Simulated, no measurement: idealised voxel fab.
process module | voxel double patterning
cross-section cut | 205 nm wide | cells 5 nm
Cross-section layout: square cells on a grid; listed as bands, top to bottom; a band spans one or more cell rows.
First you get the band's top height and its bottom height, in nm, and then the materials it's made of, left to right, with each width in nm. If you see a single material with "all across", that one covers the band edge to edge. "air" is empty space.
Measure heights from 0. That's the level where, below it, the as-received wafer is all one material. The lowest band is bottomless and extends downward; write it as in "0 nm and below".
When a width is written as two numbers, as in "30->40", the first number is the width in the top row of cells of the band and the second is the width in its bottom row, and the width changes by the same amount from each row to the next.
Where a step carries "left unchanged", the cross-section came out of it unchanged, cell for cell.
Enclosed voids (no open way to top), threshold 8 cells or more, entry "Internal closed voids", notation width x height at distance, distance from left edge, nm.
Anything after a step's settings on that line? It's the simulator's own note about the step.
overlay nm: how far to the right of its planned place the mask lay on this masked step (negative: to the left).
THE PROCESS STEPS THAT WERE PLANNED ARE LISTED BELOW
- 1: RECEIVE | material Si
- 2: CONFORMAL_DEP | material SiO2 | thk nm 5
- 3: DIRECTIONAL_DEP | material W | thk nm 10
- 4: DIRECTIONAL_DEP | material SiN | thk nm 10
- 5: PATTERN | tone open | mask id FIRST | material resist | width nm 15 | pitch nm 50 | thk nm 15 | overlay nm 0
- 6: DIRECTIONAL_ETCH | etch materials SiN | depth nm 10
- 7: STRIP | etch materials resist
- 8: MASKED_ETCH | tone open | mask id SECOND | width nm 15 | etch materials SiN | depth nm 10 | overlay nm 0
- 9: DIRECTIONAL_ETCH | etch materials W | depth nm 10
- 10: STRIP | etch materials SiN
INCOMING WAFER, CROSS-SECTIONAL VIEW, POST STEP 1
* 0 nm and below  Si all across
* Internal closed voids: none
FIRST OF TWO WAFERS AT THE END OF THE MODULE, SHOWN IN CROSS-SECTION; RUN CARRIED OUT AS PLANNED
* 15 nm to 5 nm  W (70); air (15); W (10); air (15); W (10); air (15); W (70)
* 5 nm to 0 nm  SiO2 all across
* 0 nm and below  Si all across
* Internal closed voids: none
SECOND OF TWO WAFERS, MODULE COMPLETE, SECTIONED: IT SHARES THE FIRST WAFER'S START AND PLAN BUT WAS RUN WITH ONE MISTAKE
* 15 nm to 5 nm  W (70); air (15); W (10); air (20); W (5); air (15); W (70)
* 5 nm to 0 nm  SiO2 all across
* 0 nm and below  Si all across
* Internal closed voids: none
Error vs. plan: step 8 went in with a setting other than planned; the actual run was MASKED_ETCH | tone open | mask id SECOND | width nm 20 | etch materials SiN | depth nm 10 | overlay nm 0
Wrapping up, a cell-based count of both wafers puts the second over or under the first for these materials: 2 fewer of W
